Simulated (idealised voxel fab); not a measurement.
Documented hereafter: the process module known as voxel capacitor over wiring.
cross-section cut | 165 nm wide | cells 5 nm
This document writes a cross-section as a grid whose cells are square, and gives it as bands, listed from the top down; one or more rows of cells form a band. This entry defines a band. It first specifies the height of the band's top and the height of its bottom in nm, and then specifies the band's materials from left to right, stating each material with its width in nm. The word "edge to edge" identifies a single material that fills the band from edge to edge, while the word "empty" identifies empty space. All heights in this document are referenced to 0, defined as the level beneath which the wafer, as received, consists entirely of one material. The lowest band is not bounded below; it extends indefinitely downward and is written in the form "0..down". The two numbers in a width such as "30..40" mark its ends across the band: the first belongs to the top row of cells, the second to the bottom row, and from each row to the next the width moves by the same amount. A step reported as "nothing changed" is a step in which no cell of the cross-section changed. Reported under the label "Internal closed voids" are the empty spaces having no open way to the top and comprising 8 cells or more; the notation for each is width x height at distance, in which the distance is measured from the left edge and all three values are in nm. Post-settings text on a step line: simulator's own remark regarding the step. overlay nm: mask offset rightward from planned place, masked step; negative means leftward offset.

### These are the steps we planned for the process
1 RECEIVE: material Si
2 CONFORMAL_DEP: material SiO2, thk nm 10
3 CONFORMAL_DEP: material SiN, thk nm 5
4 DIRECTIONAL_DEP: material lowk, thk nm 20
5 DIRECTIONAL_DEP: material aC, thk nm 15
6 PATTERN: tone open, mask id METAL_1, material resist, width nm 20, pitch nm 90, thk nm 35, overlay nm 0
7 DIRECTIONAL_ETCH: etch materials aC, depth nm 15
8 STRIP: etch materials resist
9 DIRECTIONAL_ETCH: etch materials lowk, depth nm 20
10 DIRECTIONAL_ETCH: etch materials SiN, depth nm 5
11 STRIP: etch materials aC
12 CONFORMAL_DEP: material TiN, thk nm 5
13 FILL_DEP: material Cu, thk nm 5
14 CMP: height nm 35
15 CONFORMAL_DEP: material SiCN, thk nm 5
16 DIRECTIONAL_DEP: material lowk, thk nm 20
17 PATTERN: tone open, mask id PLUG_1, material resist, width nm 15, thk nm 15, overlay nm 0
18 DIRECTIONAL_ETCH: etch materials lowk, depth nm 20
19 DIRECTIONAL_ETCH: etch materials SiCN, depth nm 5
20 STRIP: etch materials resist
21 EPI: material Ru, thk nm 10
22 EPI: material Ru, thk nm 10
23 EPI: material Ru, thk nm 5
24 DIRECTIONAL_DEP: material TiN, thk nm 5
25 DIRECTIONAL_DEP: material HfO2, thk nm 5
26 DIRECTIONAL_DEP: material TiN, thk nm 5
27 MASKED_ETCH: tone cover, mask id UPPER_PLATE, width nm 75, etch materials TiN, depth nm 5, overlay nm 0
28 MASKED_ETCH: tone cover, mask id UPPER_PLATE, width nm 75, etch materials HfO2, depth nm 5, overlay nm 0
29 PATTERN: tone cover, mask id LOWER_PLATE, material resist, width nm 85, thk nm 20, overlay nm 0
30 DIRECTIONAL_ETCH: etch materials TiN, depth nm 5
31 STRIP: etch materials resist
32 FILL_DEP: material SiO2, thk nm 15
33 CMP: height nm 85
34 DIRECTIONAL_DEP: material aC, thk nm 10
35 PATTERN: tone open, mask id PLUG_2, material resist, width nm 15, thk nm 30, overlay nm 0
36 DIRECTIONAL_ETCH: etch materials aC, depth nm 10
37 STRIP: etch materials resist
38 DIRECTIONAL_ETCH: etch materials SiO2, depth nm 10
39 STRIP: etch materials aC
40 CONFORMAL_DEP: material TiN, thk nm 5
41 FILL_DEP: material Cu, thk nm 10
42 CMP: height nm 85
43 CONFORMAL_DEP: material SiCN, thk nm 5
Among the wafers covered here, the point of difference is the thk nm at step 15; their starting state is shared, and the plan presents the value of the first wafer.

### Received condition of the first of several wafers, sectioned: post-step 1
	0..down  Si edge to edge
	Internal closed voids: none

### Per wafer, end of module: cells gained (+) or lost (-) per material since receipt, then closed voids
thk nm 5 | +17 Cu | +15 HfO2 | +15 Ru | +63 SiCN | +25 SiN | +178 SiO2 | +61 TiN | +220 lowk | Internal closed voids: none
thk nm 10 | +16 Cu | +15 HfO2 | +96 SiCN | +25 SiN | +162 SiO2 | +60 TiN | +220 lowk | Internal closed voids: none
thk nm 15 | +16 Cu | +15 HfO2 | +129 SiCN | +25 SiN | +131 SiO2 | +58 TiN | +220 lowk | Internal closed voids: none
thk nm 20 | +16 Cu | +15 HfO2 | +162 SiCN | +25 SiN | +110 SiO2 | +46 TiN | +220 lowk | Internal closed voids: none
